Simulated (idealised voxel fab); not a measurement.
process module | voxel wiring stack
cross-section cut | 235 nm wide | cells 5 nm
A cross-section is a grid of square cells, given in bands from the top down. A band is one or more rows of cells.
Each band's line starts with the height of the band's top and of its bottom, in nm. Then come its materials from left to right, each with its width in nm. One material with "throughout" fills the band from edge to edge. "air" is empty space.
Height 0 is the level under which the wafer as received is all one material. The lowest band goes on downwards, as in "0 down".
A width such as "30 to 40" changes by the same amount from each row of cells to the next, from the band's top row to its bottom row.
"no change" after a step means that no cell of the cross-section changed.
closed voids: empty space of 8 cells or more with no open way to the top, each as width x height at its distance from the left edge, in nm
after a step's settings: what the simulator itself notes on the step
overlay nm, on a step with a mask: how far to the right of its planned place the mask lay; to the left if negative
plan
1 op RECEIVE | material Si
2 op CONFORMAL_DEP | material SiO2 | thk nm 10
3 op DIRECTIONAL_DEP | material TiN | thk nm 5
4 op DIRECTIONAL_DEP | material Ru | thk nm 15
5 op DIRECTIONAL_DEP | material aC | thk nm 15
6 op PATTERN | tone cover | mask id METAL_1 | material resist | width nm 20 | pitch nm 50 | thk nm 30 | overlay nm 0
7 op DIRECTIONAL_ETCH | etch materials aC | depth nm 15
8 op STRIP | etch materials resist
9 op DIRECTIONAL_ETCH | etch materials Ru | depth nm 15
10 op DIRECTIONAL_ETCH | etch materials TiN | depth nm 5
11 op STRIP | etch materials aC
12 op CONFORMAL_DEP | material SiCN | thk nm 5
13 op FILL_DEP | material SiO2 | thk nm 5
14 op CMP | height nm 30
15 op CONFORMAL_DEP | material SiCN | thk nm 5
16 op DIRECTIONAL_DEP | material SiO2 | thk nm 15
17 op DIRECTIONAL_DEP | material aC | thk nm 10
18 op PATTERN | tone open | mask id PLUG_1 | material resist | width nm 15 | pitch nm 50 | thk nm 25 | overlay nm 0
19 op DIRECTIONAL_ETCH | etch materials aC | depth nm 10
20 op STRIP | etch materials resist
21 op DIRECTIONAL_ETCH | etch materials SiO2 | depth nm 15
22 op DIRECTIONAL_ETCH | etch materials SiCN | depth nm 5
23 op STRIP | etch materials aC
24 op CONFORMAL_DEP | material TiN | thk nm 5
25 op FILL_DEP | material Ru | thk nm 5
26 op CMP | height nm 50
27 op CONFORMAL_DEP | material SiN | thk nm 5
28 op DIRECTIONAL_DEP | material lowk | thk nm 25
29 op MASKED_ETCH | tone open | mask id METAL_2 | width nm 20 | pitch nm 50 | etch materials lowk | depth nm 25 | overlay nm 0
30 op MASKED_ETCH | tone open | mask id METAL_2 | width nm 20 | pitch nm 50 | etch materials SiN | depth nm 5 | overlay nm 0
31 op CONFORMAL_DEP | material TiN | thk nm 5
32 op FILL_DEP | material W | thk nm 5
33 op CMP | height nm 80
34 op CONFORMAL_DEP | material SiCN | thk nm 5
35 op DIRECTIONAL_DEP | material SiO2 | thk nm 30
36 op DIRECTIONAL_DEP | material aC | thk nm 10
37 op PATTERN | tone open | mask id METAL_3_HOLES | material resist | width nm 15 | thk nm 30 | overlay nm 0
38 op DIRECTIONAL_ETCH | etch materials aC | depth nm 10
39 op STRIP | etch materials resist
40 op DIRECTIONAL_ETCH | etch materials SiO2 | depth nm 30
41 op STRIP | etch materials aC
42 op MASKED_ETCH | tone open | mask id METAL_3 | width nm 20 | pitch nm 50 | etch materials SiO2 | depth nm 15 | overlay nm 0
43 op MASKED_ETCH | tone open | mask id METAL_3 | width nm 20 | pitch nm 50 | etch materials SiCN | depth nm 5 | overlay nm 0
44 op CONFORMAL_DEP | material TiN | thk nm 5
45 op FILL_DEP | material Ru | thk nm 5
46 op CMP | height nm 115
47 op CONFORMAL_DEP | material SiN | thk nm 5
first wafer, as planned
as received, after step 1
  0 down: Si throughout
  closed voids: none
after step 2
  10 to 0: SiO2 throughout
  below 0: unchanged
after step 3
  15 to 10: TiN throughout
  below 10: unchanged
after step 4
  30 to 15: Ru throughout
  below 15: unchanged
after step 5
  45 to 30: aC throughout
  below 30: unchanged
after step 6
  75 to 45: air 80 | resist 20 | air 30 | resist 20 | air 85
  below 45: unchanged
after step 7
  60 to 45: air 80 | resist 20 | air 30 | resist 20 | air 85
  45 to 30: air 80 | aC 20 | air 30 | aC 20 | air 85
  below 30: unchanged
after step 8
  45 to 30: air 80 | aC 20 | air 30 | aC 20 | air 85
  below 30: unchanged
after step 9
  45 to 30: air 80 | aC 20 | air 30 | aC 20 | air 85
  30 to 15: air 80 | Ru 20 | air 30 | Ru 20 | air 85
  below 15: unchanged
after step 10
  45 to 30: air 80 | aC 20 | air 30 | aC 20 | air 85
  30 to 15: air 80 | Ru 20 | air 30 | Ru 20 | air 85
  15 to 10: air 80 | TiN 20 | air 30 | TiN 20 | air 85
  below 10: unchanged
after step 11
  30 to 15: air 80 | Ru 20 | air 30 | Ru 20 | air 85
  below 15: unchanged
after step 12
  35 to 30: air 75 | SiCN 30 | air 20 | SiCN 30 | air 80
  30 to 15: air 75 | SiCN 5 | Ru 20 | SiCN 5 | air 20 | SiCN 5 | Ru 20 | SiCN 5 | air 80
  15 to 10: SiCN 80 | TiN 20 | SiCN 30 | TiN 20 | SiCN 85
  below 10: unchanged
after step 13
  40 to 35: SiO2 throughout
  35 to 30: SiO2 75 | SiCN 30 | SiO2 20 | SiCN 30 | SiO2 80
  30 to 15: SiO2 75 | SiCN 5 | Ru 20 | SiCN 5 | SiO2 20 | SiCN 5 | Ru 20 | SiCN 5 | SiO2 80
  below 15: unchanged
after step 14
  30 to 15: SiO2 75 | SiCN 5 | Ru 20 | SiCN 5 | SiO2 20 | SiCN 5 | Ru 20 | SiCN 5 | SiO2 80
  below 15: unchanged
after step 15
  35 to 30: SiCN throughout
  below 30: unchanged
after step 16
  50 to 35: SiO2 throughout
  below 35: unchanged
after step 17
  60 to 50: aC throughout
  below 50: unchanged
after step 18
  85 to 60: resist 80 | air 15 | resist 35 | air 15 | resist 90
  below 60: unchanged
after step 19
  75 to 60: resist 80 | air 15 | resist 35 | air 15 | resist 90
  60 to 50: aC 80 | air 15 | aC 35 | air 15 | aC 90
  below 50: unchanged
after step 20
  60 to 50: aC 80 | air 15 | aC 35 | air 15 | aC 90
  below 50: unchanged
after step 21
  60 to 50: aC 80 | air 15 | aC 35 | air 15 | aC 90
  50 to 35: SiO2 80 | air 15 | SiO2 35 | air 15 | SiO2 90
  below 35: unchanged
after step 22
  60 to 50: aC 80 | air 15 | aC 35 | air 15 | aC 90
  50 to 35: SiO2 80 | air 15 | SiO2 35 | air 15 | SiO2 90
  35 to 30: SiCN 80 | air 15 | SiCN 35 | air 15 | SiCN 90
  below 30: unchanged
after step 23
  50 to 35: SiO2 80 | air 15 | SiO2 35 | air 15 | SiO2 90
  below 35: unchanged
after step 24
  55 to 50: TiN 85 | air 5 | TiN 45 | air 5 | TiN 95
  50 to 35: SiO2 80 | TiN 5 | air 5 | TiN 5 | SiO2 35 | TiN 5 | air 5 | TiN 5 | SiO2 90
  35 to 30: SiCN 80 | TiN 15 | SiCN 35 | TiN 15 | SiCN 90
  below 30: unchanged
after step 25
  60 to 55: Ru throughout
  55 to 50: TiN 85 | Ru 5 | TiN 45 | Ru 5 | TiN 95
  50 to 35: SiO2 80 | TiN 5 | Ru 5 | TiN 5 | SiO2 35 | TiN 5 | Ru 5 | TiN 5 | SiO2 90
  below 35: unchanged
after step 26
  50 to 35: SiO2 80 | TiN 5 | Ru 5 | TiN 5 | SiO2 35 | TiN 5 | Ru 5 | TiN 5 | SiO2 90
  below 35: unchanged
after step 27
  55 to 50: SiN throughout
  below 50: unchanged
after step 28
  80 to 55: lowk throughout
  below 55: unchanged
after step 29
  80 to 55: lowk 80 | air 20 | lowk 30 | air 20 | lowk 85
  below 55: unchanged
after step 30
  80 to 55: lowk 80 | air 20 | lowk 30 | air 20 | lowk 85
  55 to 50: SiN 80 | air 20 | SiN 30 | air 20 | SiN 85
  below 50: unchanged
after step 31
  85 to 80: TiN 85 | air 10 | TiN 40 | air 10 | TiN 90
  80 to 55: lowk 80 | TiN 5 | air 10 | TiN 5 | lowk 30 | TiN 5 | air 10 | TiN 5 | lowk 85
  55 to 50: SiN 80 | TiN 20 | SiN 30 | TiN 20 | SiN 85
  below 50: unchanged
after step 32
  90 to 85: W throughout
  85 to 80: TiN 85 | W 10 | TiN 40 | W 10 | TiN 90
  80 to 55: lowk 80 | TiN 5 | W 10 | TiN 5 | lowk 30 | TiN 5 | W 10 | TiN 5 | lowk 85
  below 55: unchanged
after step 33
  80 to 55: lowk 80 | TiN 5 | W 10 | TiN 5 | lowk 30 | TiN 5 | W 10 | TiN 5 | lowk 85
  below 55: unchanged
after step 34
  85 to 80: SiCN throughout
  below 80: unchanged
after step 35
  115 to 85: SiO2 throughout
  below 85: unchanged
after step 36
  125 to 115: aC throughout
  below 115: unchanged
after step 37
  155 to 125: resist 80 | air 15 | resist 140
  below 125: unchanged
after step 38
  145 to 125: resist 80 | air 15 | resist 140
  125 to 115: aC 80 | air 15 | aC 140
  below 115: unchanged
after step 39
  125 to 115: aC 80 | air 15 | aC 140
  below 115: unchanged
after step 40
  125 to 115: aC 80 | air 15 | aC 140
  115 to 85: SiO2 80 | air 15 | SiO2 140
  below 85: unchanged
after step 41
  115 to 85: SiO2 80 | air 15 | SiO2 140
  below 85: unchanged
after step 42
  115 to 100: SiO2 80 | air 20 | SiO2 30 | air 20 | SiO2 85
  below 100: unchanged
after step 43
  115 to 100: SiO2 80 | air 20 | SiO2 30 | air 20 | SiO2 85
  100 to 85: SiO2 80 | air 15 | SiO2 140
  85 to 80: SiCN 80 | air 15 | SiCN 140
  below 80: unchanged
after step 44
  120 to 115: TiN 85 | air 10 | TiN 40 | air 10 | TiN 90
  115 to 105: SiO2 80 | TiN 5 | air 10 | TiN 5 | SiO2 30 | TiN 5 | air 10 | TiN 5 | SiO2 85
  105 to 100: SiO2 80 | TiN 5 | air 5 | TiN 10 | SiO2 30 | TiN 20 | SiO2 85
  100 to 85: SiO2 80 | TiN 5 | air 5 | TiN 5 | SiO2 140
  85 to 80: SiCN 80 | TiN 15 | SiCN 140
  below 80: unchanged
after step 45
  125 to 120: Ru throughout
  120 to 115: TiN 85 | Ru 10 | TiN 40 | Ru 10 | TiN 90
  115 to 105: SiO2 80 | TiN 5 | Ru 10 | TiN 5 | SiO2 30 | TiN 5 | Ru 10 | TiN 5 | SiO2 85
  105 to 100: SiO2 80 | TiN 5 | Ru 5 | TiN 10 | SiO2 30 | TiN 20 | SiO2 85
  100 to 85: SiO2 80 | TiN 5 | Ru 5 | TiN 5 | SiO2 140
  below 85: unchanged
after step 46
  115 to 105: SiO2 80 | TiN 5 | Ru 10 | TiN 5 | SiO2 30 | TiN 5 | Ru 10 | TiN 5 | SiO2 85
  below 105: unchanged
after step 47
  120 to 115: SiN throughout
  below 115: unchanged
second wafer: like start, like plan, one mistake. Through step 28 it matches the first wafer
when step 29 should have ended
  80 to 55: lowk 85 | air 15 | lowk 35 | air 15 | lowk 85
  below 55: unchanged
when step 30 should have ended
  80 to 55: lowk 85 | air 15 | lowk 35 | air 15 | lowk 85
  55 to 50: SiN 85 | air 15 | SiN 35 | air 15 | SiN 85
  below 50: unchanged
when step 31 should have ended
  85 to 80: TiN 90 | air 5 | TiN 45 | air 5 | TiN 90
  80 to 55: lowk 85 | TiN 5 | air 5 | TiN 5 | lowk 35 | TiN 5 | air 5 | TiN 5 | lowk 85
  55 to 50: SiN 85 | TiN 15 | SiN 35 | TiN 15 | SiN 85
  below 50: unchanged
when step 32 should have ended
  90 to 85: W throughout
  85 to 80: TiN 90 | W 5 | TiN 45 | W 5 | TiN 90
  80 to 55: lowk 85 | TiN 5 | W 5 | TiN 5 | lowk 35 | TiN 5 | W 5 | TiN 5 | lowk 85
  below 55: unchanged
when step 33 should have ended
  80 to 55: lowk 85 | TiN 5 | W 5 | TiN 5 | lowk 35 | TiN 5 | W 5 | TiN 5 | lowk 85
  below 55: unchanged
when step 34 should have ended
  85 to 80: SiCN throughout
  below 80: unchanged
when step 35 should have ended
  115 to 85: SiO2 throughout
  below 85: unchanged
when step 36 should have ended
  125 to 115: aC throughout
  below 115: unchanged
when step 37 should have ended
  155 to 125: resist 80 | air 15 | resist 140
  below 125: unchanged
when step 38 should have ended
  145 to 125: resist 80 | air 15 | resist 140
  125 to 115: aC 80 | air 15 | aC 140
  below 115: unchanged
when step 39 should have ended
  125 to 115: aC 80 | air 15 | aC 140
  below 115: unchanged
when step 40 should have ended
  125 to 115: aC 80 | air 15 | aC 140
  115 to 85: SiO2 80 | air 15 | SiO2 140
  below 85: unchanged
when step 41 should have ended
  115 to 85: SiO2 80 | air 15 | SiO2 140
  below 85: unchanged
when step 42 should have ended
  115 to 100: SiO2 80 | air 20 | SiO2 30 | air 20 | SiO2 85
  below 100: unchanged
when step 43 should have ended
  115 to 100: SiO2 80 | air 20 | SiO2 30 | air 20 | SiO2 85
  100 to 85: SiO2 80 | air 15 | SiO2 140
  85 to 80: SiCN 80 | air 15 | SiCN 140
  below 80: unchanged
when step 44 should have ended
  120 to 115: TiN 85 | air 10 | TiN 40 | air 10 | TiN 90
  115 to 105: SiO2 80 | TiN 5 | air 10 | TiN 5 | SiO2 30 | TiN 5 | air 10 | TiN 5 | SiO2 85
  105 to 100: SiO2 80 | TiN 5 | air 5 | TiN 10 | SiO2 30 | TiN 20 | SiO2 85
  100 to 85: SiO2 80 | TiN 5 | air 5 | TiN 5 | SiO2 140
  85 to 80: SiCN 80 | TiN 15 | SiCN 140
  below 80: unchanged
when step 45 should have ended
  125 to 120: Ru throughout
  120 to 115: TiN 85 | Ru 10 | TiN 40 | Ru 10 | TiN 90
  115 to 105: SiO2 80 | TiN 5 | Ru 10 | TiN 5 | SiO2 30 | TiN 5 | Ru 10 | TiN 5 | SiO2 85
  105 to 100: SiO2 80 | TiN 5 | Ru 5 | TiN 10 | SiO2 30 | TiN 20 | SiO2 85
  100 to 85: SiO2 80 | TiN 5 | Ru 5 | TiN 5 | SiO2 140
  below 85: unchanged
when step 46 should have ended
  115 to 105: SiO2 80 | TiN 5 | Ru 10 | TiN 5 | SiO2 30 | TiN 5 | Ru 10 | TiN 5 | SiO2 85
  below 105: unchanged
when step 47 should have ended
  120 to 115: SiN throughout
  below 115: unchanged
what went wrong: step 29 ran as: op MASKED_ETCH | tone open | mask id METAL_2 | width nm 15 | pitch nm 50 | etch materials lowk | depth nm 25 | overlay nm 0
at the end the second wafer has, in cells: 2 more of SiN | 2 fewer of TiN | 10 fewer of W | 10 more of lowk
